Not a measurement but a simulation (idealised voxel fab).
The document below concerns the process module designated voxel ribs on slabs.
It is cross-section cut that appears here, measuring 300 nm in width, its square cells being 5 nm in size.
Cross-sections here: square-cell grids, written as top-down lists of bands, a band being one or more rows of cells. This entry defines a band. It first specifies the height of the band's top and the height of its bottom in nm, and then specifies the band's materials from left to right, stating each material with its width in nm. The word "edge to edge" identifies a single material that fills the band from edge to edge, while the word "air" identifies empty space. Note: height 0 marks the level under which the wafer is uniformly one material as received. Lowest band unbounded below, written "0..down". Graded width ("30 to 40"): value in top row of band = first number; value in bottom row = second number; row-to-row change constant. Given "no alterations made" for a step, no cell of the cross-section differs between before and after that step. Listed in "Fully closed voids": every empty space of 8 or more cells without an open way to the top. Form: width x height at distance, the distance being from the left edge, all in nm. Whatever follows a step's settings on its line is a remark the simulator itself makes about that step. For masked steps, "overlay nm" on the step line gives how far right of plan the mask actually lay; a minus sign means it lay to the left.

List of planned process steps:
| 1 | RECEIVE, material Si |
| 2 | DIRECTIONAL_DEP, material SiO2, thk nm 20 |
| 3 | DIRECTIONAL_DEP, material SiN, thk nm 25 |
| 4 | DIRECTIONAL_DEP, material aC, thk nm 15 |
| 5 | PATTERN, tone cover, mask id RIB, material resist, width nm 15, thk nm 30, overlay nm 0 |
| 6 | DIRECTIONAL_ETCH, etch materials aC, depth nm 15 |
| 7 | STRIP, etch materials resist |
| 8 | DIRECTIONAL_ETCH, etch materials SiN, depth nm 10 |
| 9 | STRIP, etch materials aC |
| 10 | DIRECTIONAL_DEP, material aC, thk nm 10 |
| 11 | PATTERN, tone cover, mask id SLAB, material resist, width nm 55, thk nm 30, overlay nm 0 |
| 12 | DIRECTIONAL_ETCH, etch materials aC, depth nm 10 |
| 13 | STRIP, etch materials resist |
| 14 | DIRECTIONAL_ETCH, etch materials SiN, depth nm 15 |
| 15 | STRIP, etch materials aC |
| 16 | FILL_DEP, material SiO2, thk nm 20 |
| 17 | CMP, height nm 55 |
| 18 | DIRECTIONAL_DEP, material W, thk nm 5 |
| 19 | DIRECTIONAL_DEP, material aC, thk nm 10 |
| 20 | PATTERN, tone cover, mask id HEATER, material resist, width nm 15, thk nm 30, overlay nm 0 |
| 21 | DIRECTIONAL_ETCH, etch materials aC, depth nm 10 |
| 22 | STRIP, etch materials resist |
| 23 | DIRECTIONAL_ETCH, etch materials W, depth nm 5 |
| 24 | STRIP, etch materials aC |
| 25 | CONFORMAL_DEP, material SiO2, thk nm 10 |
Quick note for whoever runs this: the wafers start identical, but the width nm at step 20 isn't the same across them. The plan just shows what the first wafer had.

Received wafers, first of several: cross-section after step 1:
- 0..down: Si edge to edge
- Fully closed voids: none

The table below has one row for each wafer; a row shows, as of the end of the module, how many cells of each material the wafer has gained, marked (+), or lost, marked (-), since it was received, and then the wafer's closed voids:
width nm 15, +39 SiN, +745 SiO2, +3 W, Fully closed voids: none
width nm 20, +39 SiN, +745 SiO2, +4 W, Fully closed voids: none
width nm 25, +39 SiN, +745 SiO2, +5 W, Fully closed voids: none
width nm 30, +39 SiN, +745 SiO2, +6 W, Fully closed voids: none
width nm 35, +39 SiN, +745 SiO2, +7 W, Fully closed voids: none
width nm 40, +39 SiN, +745 SiO2, +8 W, Fully closed voids: none
